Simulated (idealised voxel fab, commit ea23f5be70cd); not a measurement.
process module | voxel transistor to metal
cross-section cut | 195 nm wide | cells 5 nm
A cross-section is a grid of square cells, given in bands from the top down. A band is one or more rows of cells.
Each band's line starts with the height of the band's top and of its bottom, in nm. Then come its materials from left to right, each with its width in nm. One material with "throughout" fills the band from edge to edge. "air" is empty space.
Height 0 is the level under which the wafer as received is all one material. The lowest band goes on downwards, as in "0 down".
A width such as "30 to 40" changes by the same amount from each row of cells to the next, from the band's top row to its bottom row.
"no change" after a step means that no cell of the cross-section changed.
closed voids: empty space of 8 cells or more with no open way to the top, each as width x height at its distance from the left edge, in nm
after a step's settings: what the simulator itself notes on the step
overlay nm, on a step with a mask: how far to the right of its planned place the mask lay; to the left if negative
plan
1 op RECEIVE | material Si
2 op OXIDIZE | depth nm 5
3 op CONFORMAL_DEP | material SiN | thk nm 10
4 op DIRECTIONAL_DEP | material aC | thk nm 10
5 op PATTERN | tone cover | mask id ACTIVE | material resist | width nm 105 | thk nm 25 | overlay nm 0
6 op DIRECTIONAL_ETCH | etch materials aC | depth nm 10
7 op STRIP | etch materials resist
8 op DIRECTIONAL_ETCH | etch materials SiN | depth nm 10
9 op DIRECTIONAL_ETCH | etch materials SiO2 | depth nm 5
10 op DIRECTIONAL_ETCH | etch materials Si | depth nm 35
11 op STRIP | etch materials aC
12 op OXIDIZE | depth nm 5
13 op FILL_DEP | material SiO2 | thk nm 15
14 op CMP | height nm 10
15 op SELECTIVE_ETCH | etch materials SiO2 | depth nm 10
16 op STRIP | etch materials SiN
17 op SELECTIVE_ETCH | etch materials SiO2 | depth nm 5
18 op OXIDIZE | depth nm 5
19 op DIRECTIONAL_DEP | material polySi | thk nm 30
20 op DIRECTIONAL_DEP | material SiCN | thk nm 10
21 op DIRECTIONAL_DEP | material aC | thk nm 15
22 op PATTERN | tone cover | mask id GATE | material resist | width nm 35 | thk nm 35 | overlay nm 0
23 op DIRECTIONAL_ETCH | etch materials aC | depth nm 15
24 op STRIP | etch materials resist
25 op DIRECTIONAL_ETCH | etch materials SiCN | depth nm 20
26 op DIRECTIONAL_ETCH | etch materials polySi | depth nm 40
27 op STRIP | etch materials aC
28 op CONFORMAL_DEP | material SiO2 | thk nm 5
29 op DIRECTIONAL_ETCH | etch materials SiO2 | depth nm 5
30 op CONFORMAL_DEP | material SiN | thk nm 5
31 op DIRECTIONAL_ETCH | etch materials SiN | depth nm 5
32 op DIRECTIONAL_ETCH | etch materials SiO2 | depth nm 5
33 op DIRECTIONAL_ETCH | etch materials Si | depth nm 5
34 op EPI | material nSi | thk nm 10
35 op FILL_DEP | material SiO2 | thk nm 10
36 op CMP | height nm 25
37 op STRIP | etch materials polySi
38 op SELECTIVE_ETCH | etch materials SiO2 | depth nm 5
39 op CONFORMAL_DEP | material HfO2 | thk nm 5
40 op CONFORMAL_DEP | material TiN | thk nm 5
41 op FILL_DEP | material W | thk nm 5
42 op CMP | height nm 20
43 op DIRECTIONAL_DEP | material SiO2 | thk nm 10
44 op PATTERN | tone open | mask id CONTACT | material resist | width nm 15 | pitch nm 80 | thk nm 15 | overlay nm 0
45 op DIRECTIONAL_ETCH | etch materials SiO2 | depth nm 35
46 op STRIP | etch materials resist
47 op CONFORMAL_DEP | material TiN | thk nm 5
48 op FILL_DEP | material W | thk nm 10
49 op CMP | height nm 30
50 op DIRECTIONAL_DEP | material TiN | thk nm 5
51 op DIRECTIONAL_DEP | material Ru | thk nm 20
52 op PATTERN | tone cover | mask id METAL_1 | material resist | width nm 15 | pitch nm 80 | thk nm 15 | overlay nm 0
53 op DIRECTIONAL_ETCH | etch materials Ru | depth nm 20
54 op DIRECTIONAL_ETCH | etch materials TiN | depth nm 5
55 op STRIP | etch materials resist
56 op FILL_DEP | material lowk | thk nm 5
57 op CMP | height nm 55
58 op CONFORMAL_DEP | material SiCN | thk nm 5
59 op DIRECTIONAL_DEP | material SiO2 | thk nm 35
60 op PATTERN | tone open | mask id METAL_2 | material resist | width nm 15 | pitch nm 80 | thk nm 15 | overlay nm 0
61 op DIRECTIONAL_ETCH | etch materials SiO2 | depth nm 20
62 op STRIP | etch materials resist
63 op PATTERN | tone open | mask id METAL_2_HOLES | material resist | width nm 15 | pitch nm 80 | thk nm 15 | overlay nm 0
64 op DIRECTIONAL_ETCH | etch materials SiO2 | depth nm 15
65 op DIRECTIONAL_ETCH | etch materials SiCN | depth nm 5
66 op STRIP | etch materials resist
67 op CONFORMAL_DEP | material TiN | thk nm 5
68 op FILL_DEP | material Cu | thk nm 10
69 op CMP | height nm 95
70 op CONFORMAL_DEP | material SiCN | thk nm 5
first wafer, as planned
as received, after step 1
  0 down: Si throughout
  closed voids: none
after step 2
  0 to -5: SiO2 throughout
  below -5: unchanged
after step 3
  10 to 0: SiN throughout
  below 0: unchanged
after step 4
  20 to 10: aC throughout
  below 10: unchanged
after step 5
  45 to 20: air 45 | resist 105 | air 45
  below 20: unchanged
after step 6
  35 to 20: air 45 | resist 105 | air 45
  20 to 10: air 45 | aC 105 | air 45
  below 10: unchanged
after step 7
  20 to 10: air 45 | aC 105 | air 45
  below 10: unchanged
after step 8
  20 to 10: air 45 | aC 105 | air 45
  10 to 0: air 45 | SiN 105 | air 45
  below 0: unchanged
after step 9
  20 to 10: air 45 | aC 105 | air 45
  10 to 0: air 45 | SiN 105 | air 45
  0 to -5: air 45 | SiO2 105 | air 45
  below -5: unchanged
after step 10
  20 to 10: air 45 | aC 105 | air 45
  10 to 0: air 45 | SiN 105 | air 45
  0 to -5: air 45 | SiO2 105 | air 45
  -5 to -40: air 45 | Si 105 | air 45
  below -40: unchanged
after step 11
  10 to 0: air 45 | SiN 105 | air 45
  below 0: unchanged
after step 12
  10 to 0: air 45 | SiN 105 | air 45
  0 to -5: air 45 | SiO2 105 | air 45
  -5 to -40: air 45 | SiO2 5 | Si 95 | SiO2 5 | air 45
  -40 to -45: SiO2 50 | Si 95 | SiO2 50
  below -45: unchanged
after step 13
  25 to 10: SiO2 throughout
  10 to 0: SiO2 45 | SiN 105 | SiO2 45
  0 to -5: SiO2 throughout
  -5 to -45: SiO2 50 | Si 95 | SiO2 50
  below -45: unchanged
after step 14
  10 to 0: SiO2 45 | SiN 105 | SiO2 45
  below 0: unchanged
after step 15
  10 to 0: air 45 | SiN 105 | air 45
  below 0: unchanged
after step 16
  0 to -5: SiO2 throughout
  below -5: unchanged
after step 17
  -5 to -45: SiO2 50 | Si 95 | SiO2 50
  below -45: unchanged
after step 18
  -5 to -10: SiO2 throughout
  below -10: unchanged
after step 19
  25 to -5: polySi throughout
  below -5: unchanged
after step 20
  35 to 25: SiCN throughout
  below 25: unchanged
after step 21
  50 to 35: aC throughout
  below 35: unchanged
after step 22
  85 to 50: air 80 | resist 35 | air 80
  below 50: unchanged
after step 23
  70 to 50: air 80 | resist 35 | air 80
  50 to 35: air 80 | aC 35 | air 80
  below 35: unchanged
after step 24
  50 to 35: air 80 | aC 35 | air 80
  below 35: unchanged
after step 25
  50 to 35: air 80 | aC 35 | air 80
  35 to 25: air 80 | SiCN 35 | air 80
  below 25: unchanged
after step 26
  50 to 35: air 80 | aC 35 | air 80
  35 to 25: air 80 | SiCN 35 | air 80
  25 to -5: air 80 | polySi 35 | air 80
  below -5: unchanged
after step 27
  35 to 25: air 80 | SiCN 35 | air 80
  below 25: unchanged
after step 28
  40 to 35: air 75 | SiO2 45 | air 75
  35 to 25: air 75 | SiO2 5 | SiCN 35 | SiO2 5 | air 75
  25 to 0: air 75 | SiO2 5 | polySi 35 | SiO2 5 | air 75
  0 to -5: SiO2 80 | polySi 35 | SiO2 80
  below -5: unchanged
after step 29
  35 to 25: air 75 | SiO2 5 | SiCN 35 | SiO2 5 | air 75
  25 to -5: air 75 | SiO2 5 | polySi 35 | SiO2 5 | air 75
  below -5: unchanged
after step 30
  40 to 35: air 70 | SiN 55 | air 70
  35 to 25: air 70 | SiN 5 | SiO2 5 | SiCN 35 | SiO2 5 | SiN 5 | air 70
  25 to 0: air 70 | SiN 5 | SiO2 5 | polySi 35 | SiO2 5 | SiN 5 | air 70
  0 to -5: SiN 75 | SiO2 5 | polySi 35 | SiO2 5 | SiN 75
  below -5: unchanged
after step 31
  35 to 25: air 70 | SiN 5 | SiO2 5 | SiCN 35 | SiO2 5 | SiN 5 | air 70
  25 to -5: air 70 | SiN 5 | SiO2 5 | polySi 35 | SiO2 5 | SiN 5 | air 70
  below -5: unchanged
after step 32
  35 to 30: air 70 | SiN 5 | air 5 | SiCN 35 | air 5 | SiN 5 | air 70
  30 to 25: air 70 | SiN 5 | SiO2 5 | SiCN 35 | SiO2 5 | SiN 5 | air 70
  25 to -5: air 70 | SiN 5 | SiO2 5 | polySi 35 | SiO2 5 | SiN 5 | air 70
  -5 to -10: air 70 | SiO2 55 | air 70
  below -10: unchanged
after step 33
  35 to 30: air 70 | SiN 5 | air 5 | SiCN 35 | air 5 | SiN 5 | air 70
  30 to 25: air 70 | SiN 5 | SiO2 5 | SiCN 35 | SiO2 5 | SiN 5 | air 70
  25 to -5: air 70 | SiN 5 | SiO2 5 | polySi 35 | SiO2 5 | SiN 5 | air 70
  -5 to -10: air 70 | SiO2 55 | air 70
  -10 to -15: SiO2 50 | air 20 | Si 55 | air 20 | SiO2 50
  below -15: unchanged
after step 34
  35 to 30: air 70 | SiN 5 | air 5 | SiCN 35 | air 5 | SiN 5 | air 70
  30 to 25: air 70 | SiN 5 | SiO2 5 | SiCN 35 | SiO2 5 | SiN 5 | air 70
  25 to 0: air 70 | SiN 5 | SiO2 5 | polySi 35 | SiO2 5 | SiN 5 | air 70
  0 to -5: air 60 | nSi 10 | SiN 5 | SiO2 5 | polySi 35 | SiO2 5 | SiN 5 | nSi 10 | air 60
  -5 to -10: air 45 | nSi 25 | SiO2 55 | nSi 25 | air 45
  -10 to -15: SiO2 50 | nSi 20 | Si 55 | nSi 20 | SiO2 50
  below -15: unchanged
after step 35
  45 to 35: SiO2 throughout
  35 to 25: SiO2 70 | SiN 5 | SiO2 5 | SiCN 35 | SiO2 5 | SiN 5 | SiO2 70
  25 to 0: SiO2 70 | SiN 5 | SiO2 5 | polySi 35 | SiO2 5 | SiN 5 | SiO2 70
  0 to -5: SiO2 60 | nSi 10 | SiN 5 | SiO2 5 | polySi 35 | SiO2 5 | SiN 5 | nSi 10 | SiO2 60
  -5 to -10: SiO2 45 | nSi 25 | SiO2 55 | nSi 25 | SiO2 45
  below -10: unchanged
after step 36
  25 to 0: SiO2 70 | SiN 5 | SiO2 5 | polySi 35 | SiO2 5 | SiN 5 | SiO2 70
  below 0: unchanged
after step 37
  25 to 0: SiO2 70 | SiN 5 | SiO2 5 | air 35 | SiO2 5 | SiN 5 | SiO2 70
  0 to -5: SiO2 60 | nSi 10 | SiN 5 | SiO2 5 | air 35 | SiO2 5 | SiN 5 | nSi 10 | SiO2 60
  below -5: unchanged
after step 38
  25 to 20: air 70 | SiN 5 | air 45 | SiN 5 | air 70
  20 to 0: SiO2 70 | SiN 5 | air 45 | SiN 5 | SiO2 70
  0 to -5: SiO2 60 | nSi 10 | SiN 5 | air 45 | SiN 5 | nSi 10 | SiO2 60
  -5 to -10: SiO2 45 | nSi 25 | SiO2 5 | air 45 | SiO2 5 | nSi 25 | SiO2 45
  below -10: unchanged
after step 39
  30 to 25: air 65 | HfO2 15 | air 35 | HfO2 15 | air 65
  25 to 20: HfO2 70 | SiN 5 | HfO2 5 | air 35 | HfO2 5 | SiN 5 | HfO2 70
  20 to 0: SiO2 70 | SiN 5 | HfO2 5 | air 35 | HfO2 5 | SiN 5 | SiO2 70
  0 to -5: SiO2 60 | nSi 10 | SiN 5 | HfO2 5 | air 35 | HfO2 5 | SiN 5 | nSi 10 | SiO2 60
  -5 to -10: SiO2 45 | nSi 25 | SiO2 5 | HfO2 45 | SiO2 5 | nSi 25 | SiO2 45
  below -10: unchanged
after step 40
  35 to 30: air 60 | TiN 25 | air 25 | TiN 25 | air 60
  30 to 25: TiN 65 | HfO2 15 | TiN 5 | air 25 | TiN 5 | HfO2 15 | TiN 65
  25 to 20: HfO2 70 | SiN 5 | HfO2 5 | TiN 5 | air 25 | TiN 5 | HfO2 5 | SiN 5 | HfO2 70
  20 to 0: SiO2 70 | SiN 5 | HfO2 5 | TiN 5 | air 25 | TiN 5 | HfO2 5 | SiN 5 | SiO2 70
  0 to -5: SiO2 60 | nSi 10 | SiN 5 | HfO2 5 | TiN 35 | HfO2 5 | SiN 5 | nSi 10 | SiO2 60
  below -5: unchanged
after step 41
  40 to 35: W throughout
  35 to 30: W 60 | TiN 25 | W 25 | TiN 25 | W 60
  30 to 25: TiN 65 | HfO2 15 | TiN 5 | W 25 | TiN 5 | HfO2 15 | TiN 65
  25 to 20: HfO2 70 | SiN 5 | HfO2 5 | TiN 5 | W 25 | TiN 5 | HfO2 5 | SiN 5 | HfO2 70
  20 to 0: SiO2 70 | SiN 5 | HfO2 5 | TiN 5 | W 25 | TiN 5 | HfO2 5 | SiN 5 | SiO2 70
  below 0: unchanged
after step 42
  20 to 0: SiO2 70 | SiN 5 | HfO2 5 | TiN 5 | W 25 | TiN 5 | HfO2 5 | SiN 5 | SiO2 70
  below 0: unchanged
after step 43
  30 to 20: SiO2 throughout
  below 20: unchanged
after step 44
  45 to 30: resist 50 | air 15 | resist 65 | air 15 | resist 50
  below 30: unchanged
after step 45
  45 to 30: resist 50 | air 15 | resist 65 | air 15 | resist 50
  30 to 20: SiO2 50 | air 15 | SiO2 65 | air 15 | SiO2 50
  20 to 0: SiO2 50 | air 15 | SiO2 5 | SiN 5 | HfO2 5 | TiN 5 | W 25 | TiN 5 | HfO2 5 | SiN 5 | SiO2 5 | air 15 | SiO2 50
  0 to -5: SiO2 50 | air 10 | nSi 10 | SiN 5 | HfO2 5 | TiN 35 | HfO2 5 | SiN 5 | nSi 10 | air 10 | SiO2 50
  below -5: unchanged
after step 46
  30 to 20: SiO2 50 | air 15 | SiO2 65 | air 15 | SiO2 50
  below 20: unchanged
after step 47
  35 to 30: TiN 55 | air 5 | TiN 75 | air 5 | TiN 55
  30 to 20: SiO2 50 | TiN 5 | air 5 | TiN 5 | SiO2 65 | TiN 5 | air 5 | TiN 5 | SiO2 50
  20 to 5: SiO2 50 | TiN 5 | air 5 | TiN 5 | SiO2 5 | SiN 5 | HfO2 5 | TiN 5 | W 25 | TiN 5 | HfO2 5 | SiN 5 | SiO2 5 | TiN 5 | air 5 | TiN 5 | SiO2 50
  5 to 0: SiO2 50 | TiN 15 | SiO2 5 | SiN 5 | HfO2 5 | TiN 5 | W 25 | TiN 5 | HfO2 5 | SiN 5 | SiO2 5 | TiN 15 | SiO2 50
  0 to -5: SiO2 50 | TiN 10 | nSi 10 | SiN 5 | HfO2 5 | TiN 35 | HfO2 5 | SiN 5 | nSi 10 | TiN 10 | SiO2 50
  below -5: unchanged
after step 48
  45 to 35: W throughout
  35 to 30: TiN 55 | W 5 | TiN 75 | W 5 | TiN 55
  30 to 20: SiO2 50 | TiN 5 | W 5 | TiN 5 | SiO2 65 | TiN 5 | W 5 | TiN 5 | SiO2 50
  20 to 5: SiO2 50 | TiN 5 | W 5 | TiN 5 | SiO2 5 | SiN 5 | HfO2 5 | TiN 5 | W 25 | TiN 5 | HfO2 5 | SiN 5 | SiO2 5 | TiN 5 | W 5 | TiN 5 | SiO2 50
  below 5: unchanged
after step 49
  30 to 20: SiO2 50 | TiN 5 | W 5 | TiN 5 | SiO2 65 | TiN 5 | W 5 | TiN 5 | SiO2 50
  below 20: unchanged
after step 50
  35 to 30: TiN throughout
  below 30: unchanged
after step 51
  55 to 35: Ru throughout
  below 35: unchanged
after step 52
  70 to 55: air 50 | resist 15 | air 65 | resist 15 | air 50
  below 55: unchanged
after step 53
  70 to 55: air 50 | resist 15 | air 65 | resist 15 | air 50
  55 to 35: air 50 | Ru 15 | air 65 | Ru 15 | air 50
  below 35: unchanged
after step 54
  70 to 55: air 50 | resist 15 | air 65 | resist 15 | air 50
  55 to 35: air 50 | Ru 15 | air 65 | Ru 15 | air 50
  35 to 30: air 50 | TiN 15 | air 65 | TiN 15 | air 50
  below 30: unchanged
after step 55
  55 to 35: air 50 | Ru 15 | air 65 | Ru 15 | air 50
  below 35: unchanged
after step 56
  60 to 55: lowk throughout
  55 to 35: lowk 50 | Ru 15 | lowk 65 | Ru 15 | lowk 50
  35 to 30: lowk 50 | TiN 15 | lowk 65 | TiN 15 | lowk 50
  below 30: unchanged
after step 57
  55 to 35: lowk 50 | Ru 15 | lowk 65 | Ru 15 | lowk 50
  below 35: unchanged
after step 58
  60 to 55: SiCN throughout
  below 55: unchanged
after step 59
  95 to 60: SiO2 throughout
  below 60: unchanged
after step 60
  110 to 95: resist 50 | air 15 | resist 65 | air 15 | resist 50
  below 95: unchanged
after step 61
  110 to 95: resist 50 | air 15 | resist 65 | air 15 | resist 50
  95 to 75: SiO2 50 | air 15 | SiO2 65 | air 15 | SiO2 50
  below 75: unchanged
after step 62
  95 to 75: SiO2 50 | air 15 | SiO2 65 | air 15 | SiO2 50
  below 75: unchanged
after step 63
  110 to 95: resist 50 | air 15 | resist 65 | air 15 | resist 50
  below 95: unchanged
after step 64
  110 to 95: resist 50 | air 15 | resist 65 | air 15 | resist 50
  95 to 60: SiO2 50 | air 15 | SiO2 65 | air 15 | SiO2 50
  below 60: unchanged
after step 65
  110 to 95: resist 50 | air 15 | resist 65 | air 15 | resist 50
  95 to 60: SiO2 50 | air 15 | SiO2 65 | air 15 | SiO2 50
  60 to 55: SiCN 50 | air 15 | SiCN 65 | air 15 | SiCN 50
  below 55: unchanged
after step 66
  95 to 60: SiO2 50 | air 15 | SiO2 65 | air 15 | SiO2 50
  below 60: unchanged
after step 67
  100 to 95: TiN 55 | air 5 | TiN 75 | air 5 | TiN 55
  95 to 60: SiO2 50 | TiN 5 | air 5 | TiN 5 | SiO2 65 | TiN 5 | air 5 | TiN 5 | SiO2 50
  60 to 55: SiCN 50 | TiN 15 | SiCN 65 | TiN 15 | SiCN 50
  below 55: unchanged
after step 68
  110 to 100: Cu throughout
  100 to 95: TiN 55 | Cu 5 | TiN 75 | Cu 5 | TiN 55
  95 to 60: SiO2 50 | TiN 5 | Cu 5 | TiN 5 | SiO2 65 | TiN 5 | Cu 5 | TiN 5 | SiO2 50
  below 60: unchanged
after step 69
  95 to 60: SiO2 50 | TiN 5 | Cu 5 | TiN 5 | SiO2 65 | TiN 5 | Cu 5 | TiN 5 | SiO2 50
  below 60: unchanged
after step 70
  100 to 95: SiCN throughout
  below 95: unchanged
second wafer: like start, like plan, one mistake. Through step 49 it matches the first wafer
when step 50 should have ended
  35 to 30: SiO2 throughout
  below 30: unchanged
when step 51 should have ended
  55 to 35: Ru throughout
  below 35: unchanged
when step 52 should have ended
  70 to 55: air 50 | resist 15 | air 65 | resist 15 | air 50
  below 55: unchanged
when step 53 should have ended
  70 to 55: air 50 | resist 15 | air 65 | resist 15 | air 50
  55 to 35: air 50 | Ru 15 | air 65 | Ru 15 | air 50
  below 35: unchanged
when step 54 should have ended: no change
when step 55 should have ended
  55 to 35: air 50 | Ru 15 | air 65 | Ru 15 | air 50
  below 35: unchanged
when step 56 should have ended
  60 to 55: lowk throughout
  55 to 35: lowk 50 | Ru 15 | lowk 65 | Ru 15 | lowk 50
  below 35: unchanged
when step 57 should have ended
  55 to 35: lowk 50 | Ru 15 | lowk 65 | Ru 15 | lowk 50
  below 35: unchanged
when step 58 should have ended
  60 to 55: SiCN throughout
  below 55: unchanged
when step 59 should have ended
  95 to 60: SiO2 throughout
  below 60: unchanged
when step 60 should have ended
  110 to 95: resist 50 | air 15 | resist 65 | air 15 | resist 50
  below 95: unchanged
when step 61 should have ended
  110 to 95: resist 50 | air 15 | resist 65 | air 15 | resist 50
  95 to 75: SiO2 50 | air 15 | SiO2 65 | air 15 | SiO2 50
  below 75: unchanged
when step 62 should have ended
  95 to 75: SiO2 50 | air 15 | SiO2 65 | air 15 | SiO2 50
  below 75: unchanged
when step 63 should have ended
  110 to 95: resist 50 | air 15 | resist 65 | air 15 | resist 50
  below 95: unchanged
when step 64 should have ended
  110 to 95: resist 50 | air 15 | resist 65 | air 15 | resist 50
  95 to 60: SiO2 50 | air 15 | SiO2 65 | air 15 | SiO2 50
  below 60: unchanged
when step 65 should have ended
  110 to 95: resist 50 | air 15 | resist 65 | air 15 | resist 50
  95 to 60: SiO2 50 | air 15 | SiO2 65 | air 15 | SiO2 50
  60 to 55: SiCN 50 | air 15 | SiCN 65 | air 15 | SiCN 50
  below 55: unchanged
when step 66 should have ended
  95 to 60: SiO2 50 | air 15 | SiO2 65 | air 15 | SiO2 50
  below 60: unchanged
when step 67 should have ended
  100 to 95: TiN 55 | air 5 | TiN 75 | air 5 | TiN 55
  95 to 60: SiO2 50 | TiN 5 | air 5 | TiN 5 | SiO2 65 | TiN 5 | air 5 | TiN 5 | SiO2 50
  60 to 55: SiCN 50 | TiN 15 | SiCN 65 | TiN 15 | SiCN 50
  below 55: unchanged
when step 68 should have ended
  110 to 100: Cu throughout
  100 to 95: TiN 55 | Cu 5 | TiN 75 | Cu 5 | TiN 55
  95 to 60: SiO2 50 | TiN 5 | Cu 5 | TiN 5 | SiO2 65 | TiN 5 | Cu 5 | TiN 5 | SiO2 50
  below 60: unchanged
when step 69 should have ended
  95 to 60: SiO2 50 | TiN 5 | Cu 5 | TiN 5 | SiO2 65 | TiN 5 | Cu 5 | TiN 5 | SiO2 50
  below 60: unchanged
when step 70 should have ended
  100 to 95: SiCN throughout
  below 95: unchanged
what went wrong: step 50 ran as: op DIRECTIONAL_DEP | material SiO2 | thk nm 5
at the end the second wafer has, in cells: 39 more of SiO2 | 6 fewer of TiN | 33 fewer of lowk
